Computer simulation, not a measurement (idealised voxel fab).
The document below concerns the process module designated voxel wiring stack.
Section cut is 290 nm wide and gridded with 5 nm square cells.
Cross-sections here: square-cell grids, written as top-down lists of bands, a band being one or more rows of cells. Band: top height; bottom height; in nm. Then, left to right: material with width in nm, for each material. "full width": a single material spanning edge to edge. "blank": empty space. Height datum 0, below which the as-received substrate wafer is one material. Lowest band open at the bottom, running downward: "0 and below". It should be noted that a width expressed as "30 to 40" varies in equal increments from row to row of cells within the band, taking the value of the first number at the top row and that of the second number at the bottom row. Where the words "changes: none" appear for a step, the cross-section shows no cell changed by that step; every cell remained as before. You'll see "Entrapped voids" listing empty spaces that have no way open to the top, as long as they're 8 cells or more; the notation is width x height at distance, where the distance is from the left edge, and all of it is in nm. What comes after the settings on a step's line is commentary from the simulator itself on that step. overlay nm: how far to the right of its planned place the mask lay on this masked step (negative: to the left).
Process steps foreseen in the plan
| 1 | RECEIVE with material Si |
| 2 | CONFORMAL_DEP with material SiO2, thk nm 10 |
| 3 | CONFORMAL_DEP with material SiCN, thk nm 5 |
| 4 | DIRECTIONAL_DEP with material SiO2, thk nm 25 |
| 5 | MASKED_ETCH with tone open, mask id METAL_1, width nm 20, pitch nm 45, etch materials SiO2, depth nm 25, overlay nm 0 |
| 6 | MASKED_ETCH with tone open, mask id METAL_1, width nm 20, pitch nm 45, etch materials SiCN, depth nm 5, overlay nm 0 |
| 7 | CONFORMAL_DEP with material TiN, thk nm 5 |
| 8 | FILL_DEP with material Cu, thk nm 5 |
| 9 | CMP with height nm 40 |
| 10 | CONFORMAL_DEP with material SiCN, thk nm 5 |
| 11 | DIRECTIONAL_DEP with material SiO2, thk nm 30 |
| 12 | MASKED_ETCH with tone open, mask id METAL_2, width nm 20, pitch nm 45, etch materials SiO2, depth nm 15, overlay nm 0 |
| 13 | PATTERN with tone open, mask id METAL_2_HOLES, material resist, width nm 15, thk nm 15, overlay nm 0 |
| 14 | DIRECTIONAL_ETCH with etch materials SiO2, depth nm 15 |
| 15 | DIRECTIONAL_ETCH with etch materials SiCN, depth nm 5 |
| 16 | STRIP with etch materials resist |
| 17 | CONFORMAL_DEP with material TiN, thk nm 5 |
| 18 | FILL_DEP with material Cu, thk nm 5 |
| 19 | CMP with height nm 75 |
| 20 | CONFORMAL_DEP with material SiCN, thk nm 5 |
| 21 | DIRECTIONAL_DEP with material lowk, thk nm 30 |
| 22 | PATTERN with tone open, mask id METAL_3_HOLES, material resist, width nm 15, pitch nm 45, thk nm 20, overlay nm 0 |
| 23 | DIRECTIONAL_ETCH with etch materials lowk, depth nm 30 |
| 24 | STRIP with etch materials resist |
| 25 | MASKED_ETCH with tone open, mask id METAL_3, width nm 20, pitch nm 45, etch materials lowk, depth nm 15, overlay nm 0 |
| 26 | MASKED_ETCH with tone open, mask id METAL_3, width nm 20, pitch nm 45, etch materials SiCN, depth nm 5, overlay nm 0 |
| 27 | CONFORMAL_DEP with material TiN, thk nm 5 |
| 28 | FILL_DEP with material Ru, thk nm 5 |
| 29 | CMP with height nm 110 |
| 30 | CONFORMAL_DEP with material SiCN, thk nm 5 |
| 31 | DIRECTIONAL_DEP with material lowk, thk nm 35 |
| 32 | DIRECTIONAL_DEP with material aC, thk nm 10 |
| 33 | PATTERN with tone open, mask id METAL_4_HOLES, material resist, width nm 15, thk nm 25, overlay nm 0 |
| 34 | DIRECTIONAL_ETCH with etch materials aC, depth nm 10 |
| 35 | STRIP with etch materials resist |
| 36 | DIRECTIONAL_ETCH with etch materials lowk, depth nm 35 |
| 37 | STRIP with etch materials aC |
| 38 | PATTERN with tone open, mask id METAL_4, material resist, width nm 20, pitch nm 45, thk nm 15, overlay nm 0 |
| 39 | DIRECTIONAL_ETCH with etch materials lowk, depth nm 20 |
| 40 | DIRECTIONAL_ETCH with etch materials SiCN, depth nm 5 |
| 41 | STRIP with etch materials resist |
| 42 | CONFORMAL_DEP with material TiN, thk nm 5 |
| 43 | FILL_DEP with material Cu, thk nm 10 |
| 44 | CMP with height nm 150 |
| 45 | CONFORMAL_DEP with material SiN, thk nm 5 |
Here's what the wafer looked like in cross-section when it arrived - that's after step 1
- 0 and below = Si full width
- Entrapped voids: none
Wafer cross-section at module end: first of two, run to plan
- 155 down to 150 = SiN full width
- 150 down to 135 = lowk=110  TiN=5  Cu=10  TiN=5  lowk=25  TiN=5  Cu=10  TiN=5  lowk=115
- 135 down to 130 = lowk=110  TiN=5  Cu=5  TiN=10  lowk=25  TiN=20  lowk=115
- 130 down to 115 = lowk=110  TiN=5  Cu=5  TiN=5  lowk=165
- 115 down to 110 = SiCN=110  TiN=15  SiCN=165
- 110 down to 100 = lowk=110  TiN=5  Ru=10  TiN=5  lowk=25  TiN=5  Ru=10  TiN=5  lowk=115
- 100 down to 95 = lowk=110  TiN=5  Ru=5  TiN=10  lowk=25  TiN=5  Ru=5  TiN=10  lowk=115
- 95 down to 80 = lowk=110  TiN=5  Ru=5  TiN=5  lowk=30  TiN=5  Ru=5  TiN=5  lowk=120
- 80 down to 75 = SiCN=110  TiN=15  SiCN=30  TiN=15  SiCN=120
- 75 down to 65 = SiO2=110  TiN=5  Cu=10  TiN=5  SiO2=25  TiN=5  Cu=10  TiN=5  SiO2=115
- 65 down to 60 = SiO2=110  TiN=5  Cu=5  TiN=10  SiO2=25  TiN=20  SiO2=115
- 60 down to 45 = SiO2=110  TiN=5  Cu=5  TiN=5  SiO2=165
- 45 down to 40 = SiCN=110  TiN=15  SiCN=165
- 40 down to 15 = SiO2=110  TiN=5  Cu=10  TiN=5  SiO2=25  TiN=5  Cu=10  TiN=5  SiO2=115
- 15 down to 10 = SiCN=110  TiN=20  SiCN=25  TiN=20  SiCN=115
- 10 down to 0 = SiO2 full width
- 0 and below = Si full width
- Entrapped voids: none
The second wafer, shown in cross-section after the module: started the same way as the first and given the same plan, yet one mistake crept into how it was run
- 155 down to 150 = SiN full width
- 150 down to 125 = lowk=110  TiN=5  Cu=10  TiN=5  lowk=25  TiN=5  Cu=10  TiN=5  lowk=115
- 125 down to 120 = lowk=110  TiN=5  Cu=5  TiN=10  lowk=25  TiN=20  lowk=115
- 120 down to 115 = lowk=110  TiN=5  Cu=5  TiN=5  lowk=165
- 115 down to 110 = SiCN=110  TiN=15  SiCN=165
- 110 down to 100 = lowk=110  TiN=5  Ru=10  TiN=5  lowk=25  TiN=5  Ru=10  TiN=5  lowk=115
- 100 down to 95 = lowk=110  TiN=5  Ru=5  TiN=10  lowk=25  TiN=5  Ru=5  TiN=10  lowk=115
- 95 down to 80 = lowk=110  TiN=5  Ru=5  TiN=5  lowk=30  TiN=5  Ru=5  TiN=5  lowk=120
- 80 down to 75 = SiCN=110  TiN=15  SiCN=30  TiN=15  SiCN=120
- 75 down to 65 = SiO2=110  TiN=5  Cu=10  TiN=5  SiO2=25  TiN=5  Cu=10  TiN=5  SiO2=115
- 65 down to 60 = SiO2=110  TiN=5  Cu=5  TiN=10  SiO2=25  TiN=20  SiO2=115
- 60 down to 45 = SiO2=110  TiN=5  Cu=5  TiN=5  SiO2=165
- 45 down to 40 = SiCN=110  TiN=15  SiCN=165
- 40 down to 15 = SiO2=110  TiN=5  Cu=10  TiN=5  SiO2=25  TiN=5  Cu=10  TiN=5  SiO2=115
- 15 down to 10 = SiCN=110  TiN=20  SiCN=25  TiN=20  SiCN=115
- 10 down to 0 = SiO2 full width
- 0 and below = Si full width
- Entrapped voids: none
what went wrong: step 39 was run on a setting that differed from the plan, and what really ran there is DIRECTIONAL_ETCH with etch materials lowk, depth nm 30
at the end the second wafer has, in cells: 6 more of Cu | 4 more of TiN | 10 fewer of lowk
